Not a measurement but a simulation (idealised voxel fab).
Process module heading - voxel fin reveal
Displayed cross-section: cut, width of 235 nm, square cells sized 5 nm.
Reading order for cross-sections: top band down to bottom band. Underlying form: a grid of square cells. Band size: one or more rows of cells. Top height, bottom height, nm. Materials left to right, width each, nm. Single material + "all across" = fills band edge to edge. "air" = empty. Heights are measured from 0, the level below which the as-received wafer is all one material; the lowest band has no bottom and continues downward, written as in "0 down". The two numbers in a width such as "30..40" mark its ends across the band: the first belongs to the top row of cells, the second to the bottom row, and from each row to the next the width moves by the same amount. "no change occurred" -> step changed no cross-section cell. "Unvented internal voids": sealed empty spaces, 8 cells or more, no open way to top, listed width x height at distance, with distance from the left edge and width, height and distance in nm. Heads up: the bit after the settings on a step's line is the simulator's remark on that step. The setting "overlay nm" may be written on the line of a step. When the step uses a mask, the value reports how far to the right of the planned place the mask lay, and a negative value reports that it lay to the left.
# Steps planned for the process
1,RECEIVE: material Si
2,CONFORMAL_DEP: material SiN, thk nm 5
3,PATTERN: tone cover, mask id FINS, material resist, width nm 15, pitch nm 40, thk nm 20, overlay nm 0
4,DIRECTIONAL_ETCH: etch materials SiN, depth nm 5
5,DIRECTIONAL_ETCH: etch materials Si, depth nm 40
6,STRIP: etch materials resist
7,FILL_DEP: material SiO2, thk nm 10
8,CMP: height nm 5
9,SELECTIVE_ETCH: etch materials SiO2, depth nm 30
10,STRIP: etch materials SiN
11,CONFORMAL_DEP: material SiO2, thk nm 5
# Delivered wafer in cross-section: state after step 1
    0 down: Si all across
    Unvented internal voids: none
# The cross-section shown corresponds to the wafer at the conclusion of the module. The initial structure and the process plan are those presented above; however, one mistake occurred in executing the plan
    5 to 0: 45 air | 25 SiO2 | 15 air | 25 SiO2 | 15 air | 25 SiO2 | 15 air | 25 SiO2 | 45 air
    0 to -20: 45 air | 5 SiO2 | 15 Si | 5 SiO2 | 15 air | 5 SiO2 | 15 Si | 5 SiO2 | 15 air | 5 SiO2 | 15 Si | 5 SiO2 | 15 air | 5 SiO2 | 15 Si | 5 SiO2 | 45 air
    -20 to -25: 25 SiO2 | 20 air | 5 SiO2 | 15 Si | 5 SiO2 | 15 air | 5 SiO2 | 15 Si | 5 SiO2 | 15 air | 5 SiO2 | 15 Si | 5 SiO2 | 15 air | 5 SiO2 | 15 Si | 5 SiO2 | 20 air | 25 SiO2
    -25 to -40: 50 SiO2 | 15 Si | 25 SiO2 | 15 Si | 25 SiO2 | 15 Si | 25 SiO2 | 15 Si | 50 SiO2
    -40 down: Si all across
    Unvented internal voids: none
What went wrong in running the wafer? contrary to the plan, steps 9 and 10 were processed in exchanged order
